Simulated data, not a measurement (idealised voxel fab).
The document below concerns the process module designated voxel plated lines.
Square cell edge 5 nm, section width 235 nm, ID cut.
Square cells in a grid make up a cross-section in this document, and the grid is given as bands, listed from the top down, each one or more rows of cells.
First you get the band's top height and its bottom height, in nm, and then the materials it's made of, left to right, with each width in nm. If you see a single material with "everywhere", that one covers the band edge to edge. "air" is empty space.
Heads up on the height convention: 0 is the point under which the incoming wafer is all one material, and the lowest band has no bottom, it just keeps going down, like "0 nm and below".
The two numbers in a width such as "30 to 40" mark its ends across the band: the first belongs to the top row of cells, the second to the bottom row, and from each row to the next the width moves by the same amount.
"all unchanged" means the step left every cell of the cross-section as it was.
Basically, "Catalogued sealed voids" tells you about the enclosed voids: empty spaces with no open way to the top, 8 cells or bigger, each written width x height at distance, where distance is from the left edge, all in nm.
Step line, after settings: the simulator's comment on this step.
For masked steps, "overlay nm" on the step line gives how far right of plan the mask actually lay; a minus sign means it lay to the left.

Steps planned for the process
1 RECEIVE (material Si)
2 CONFORMAL_DEP (material SiO2; thk nm 15)
3 DIRECTIONAL_DEP (material TiN; thk nm 5)
4 PATTERN (tone open; mask id LINES; material resist; width nm 25; pitch nm 45; thk nm 20; overlay nm 0)
5 EPI (material Ru; thk nm 10)
6 STRIP (etch materials resist)
7 DIRECTIONAL_ETCH (etch materials TiN; depth nm 5)
8 CONFORMAL_DEP (material SiO2; thk nm 5)

Cross-section of the wafer at receipt, which is the condition after step 1
> 0 nm and below = Si everywhere
> Catalogued sealed voids: none

Here's the wafer cut in cross-section after the module, started and planned just like above, except one thing was done wrong in the run
> 20 nm to 15 nm = 55 of air / 35 of SiO2 / 10 of air / 35 of SiO2 / 10 of air / 35 of SiO2 / 55 of air
> 15 nm to 5 nm = 55 of air / 5 of SiO2 / 25 of Ru / 5 of SiO2 / 10 of air / 5 of SiO2 / 25 of Ru / 5 of SiO2 / 10 of air / 5 of SiO2 / 25 of Ru / 5 of SiO2 / 55 of air
> 5 nm to 0 nm = 60 of SiO2 / 25 of TiN / 20 of SiO2 / 25 of TiN / 20 of SiO2 / 25 of TiN / 60 of SiO2
> 0 nm and below = Si everywhere
> Catalogued sealed voids: none
The plan and the run diverged here: step 2 in the plan did not get run; it was skipped
